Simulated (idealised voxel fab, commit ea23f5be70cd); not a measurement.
Process module name: voxel wiring stack
This is section cut - it's 190 nm across, gridded in 5 nm square cells.
This document writes a cross-section as a grid whose cells are square, and gives it as bands, listed from the top down; one or more rows of cells form a band.
Heads up on the band format: heights come first, top then bottom, in nm. After that it's the materials left to right, each with its width in nm. A single material flagged "full width" fills the whole band edge to edge, and "air" means there's empty space there.
All heights in this document are referenced to 0, defined as the level beneath which the wafer, as received, consists entirely of one material. The lowest band is not bounded below; it extends indefinitely downward and is written in the form "from 0 down".
A two-number width, for instance "30->40", indicates that the width is equal to the first number in the top row of the band and to the second number in the bottom row, and that it changes by a constant amount per row of cells.
Any step labelled "changes: none" changed none of the cells in the cross-section.
The list in "Completely sealed voids" covers empty spaces of 8 cells or more that cannot reach the top through any open way, and it gives each as width x height at distance; the distance is from the left edge, and width, height and distance are in nm.
Formally, on a step line, whatever follows the settings is a remark that the simulator itself makes on the step.
The "overlay nm" setting may appear on a step's line; for a step that uses a mask, it gives how far to the right of its planned position the mask lay, and a negative value indicates the left.

**The following list gives the planned process steps**
1: op RECEIVE | material Si
2: op CONFORMAL_DEP | material SiO2 | thk nm 10
3: op DIRECTIONAL_DEP | material TiN | thk nm 5
4: op DIRECTIONAL_DEP | material Ru | thk nm 20
5: op MASKED_ETCH | tone cover | mask id METAL_1 | width nm 25 | pitch nm 40 | etch materials Ru | depth nm 20 | overlay nm 0
6: op MASKED_ETCH | tone cover | mask id METAL_1 | width nm 25 | pitch nm 40 | etch materials TiN | depth nm 5 | overlay nm 0
7: op FILL_DEP | material SiO2 | thk nm 10
8: op CMP | height nm 35
9: op CONFORMAL_DEP | material SiCN | thk nm 5
10: op DIRECTIONAL_DEP | material lowk | thk nm 30
11: op PATTERN | tone open | mask id METAL_2_HOLES | material resist | width nm 15 | thk nm 20 | overlay nm 0
12: op DIRECTIONAL_ETCH | etch materials lowk | depth nm 30
13: op STRIP | etch materials resist
14: op DIRECTIONAL_DEP | material aC | thk nm 10
15: op PATTERN | tone open | mask id METAL_2 | material resist | width nm 25 | pitch nm 40 | thk nm 30 | overlay nm 0
16: op DIRECTIONAL_ETCH | etch materials aC | depth nm 10
17: op STRIP | etch materials resist
18: op DIRECTIONAL_ETCH | etch materials lowk | depth nm 20
19: op DIRECTIONAL_ETCH | etch materials SiCN | depth nm 5
20: op STRIP | etch materials aC
21: op CONFORMAL_DEP | material TiN | thk nm 5
22: op FILL_DEP | material Cu | thk nm 10
23: op CMP | height nm 70
24: op CONFORMAL_DEP | material SiCN | thk nm 5
25: op DIRECTIONAL_DEP | material SiO2 | thk nm 35
26: op MASKED_ETCH | tone open | mask id METAL_3 | width nm 25 | pitch nm 40 | etch materials SiO2 | depth nm 20 | overlay nm 0
27: op DIRECTIONAL_DEP | material aC | thk nm 10
28: op PATTERN | tone open | mask id METAL_3_HOLES | material resist | width nm 15 | pitch nm 40 | thk nm 25 | overlay nm 0
29: op DIRECTIONAL_ETCH | etch materials aC | depth nm 10
30: op STRIP | etch materials resist
31: op DIRECTIONAL_ETCH | etch materials SiO2 | depth nm 15
32: op DIRECTIONAL_ETCH | etch materials SiCN | depth nm 5
33: op STRIP | etch materials aC
34: op CONFORMAL_DEP | material TiN | thk nm 5
35: op FILL_DEP | material Ru | thk nm 10
36: op CMP | height nm 110
37: op CONFORMAL_DEP | material SiCN | thk nm 5
38: op DIRECTIONAL_DEP | material SiO2 | thk nm 25
39: op PATTERN | tone open | mask id METAL_4 | material resist | width nm 25 | pitch nm 40 | thk nm 15 | overlay nm 0
40: op DIRECTIONAL_ETCH | etch materials SiO2 | depth nm 15
41: op STRIP | etch materials resist
42: op MASKED_ETCH | tone open | mask id METAL_4_HOLES | width nm 15 | etch materials SiO2 | depth nm 10 | overlay nm 0
43: op MASKED_ETCH | tone open | mask id METAL_4_HOLES | width nm 15 | etch materials SiCN | depth nm 5 | overlay nm 0
44: op CONFORMAL_DEP | material TiN | thk nm 5
45: op FILL_DEP | material Cu | thk nm 5
46: op CMP | height nm 140
47: op CONFORMAL_DEP | material SiCN | thk nm 5

**Incoming wafer in cross-section (state: after step 1)**
from 0 down  Si full width
Completely sealed voids: none

**Figure: cross-sectional view of the wafer upon completion of the module, processed from the initial state and according to the plan depicted above, with one error introduced during execution**
from 145 to 140  SiCN full width
from 140 to 130  SiO2 60, then TiN 5, then Cu 15, then TiN 5, then SiO2 15, then TiN 5, then Cu 15, then TiN 5, then SiO2 65
from 130 to 125  SiO2 60, then TiN 5, then Cu 5, then TiN 15, then SiO2 15, then TiN 25, then SiO2 65
from 125 to 115  SiO2 60, then TiN 5, then Cu 5, then TiN 5, then SiO2 115
from 115 to 110  SiCN 60, then TiN 15, then SiCN 115
from 110 to 100  Ru full width
from 100 to 95  TiN 65, then Ru 15, then TiN 25, then Ru 15, then TiN 70
from 95 to 90  SiO2 60, then TiN 25, then SiO2 15, then TiN 25, then SiO2 65
from 90 to 75  SiO2 75, then TiN 10, then SiO2 30, then TiN 10, then SiO2 65
from 75 to 70  SiCN 75, then TiN 10, then SiCN 30, then TiN 10, then SiCN 65
from 70 to 55  lowk 60, then TiN 5, then Cu 15, then TiN 5, then lowk 15, then TiN 5, then Cu 15, then TiN 5, then lowk 65
from 55 to 50  lowk 60, then TiN 5, then Cu 5, then TiN 15, then lowk 15, then TiN 25, then lowk 65
from 50 to 40  lowk 60, then TiN 5, then Cu 5, then TiN 5, then lowk 115
from 40 to 35  SiCN 60, then TiN 15, then SiCN 115
from 35 to 15  SiO2 60, then Ru 25, then SiO2 15, then Ru 25, then SiO2 65
from 15 to 10  SiO2 60, then TiN 25, then SiO2 15, then TiN 25, then SiO2 65
from 10 to 0  SiO2 full width
from 0 down  Si full width
Completely sealed voids: none
Want to know what went wrong? not per plan at step 28, really ran op PATTERN | tone cover | mask id METAL_3_HOLES | material resist | width nm 15 | pitch nm 40 | thk nm 25 | overlay nm 0
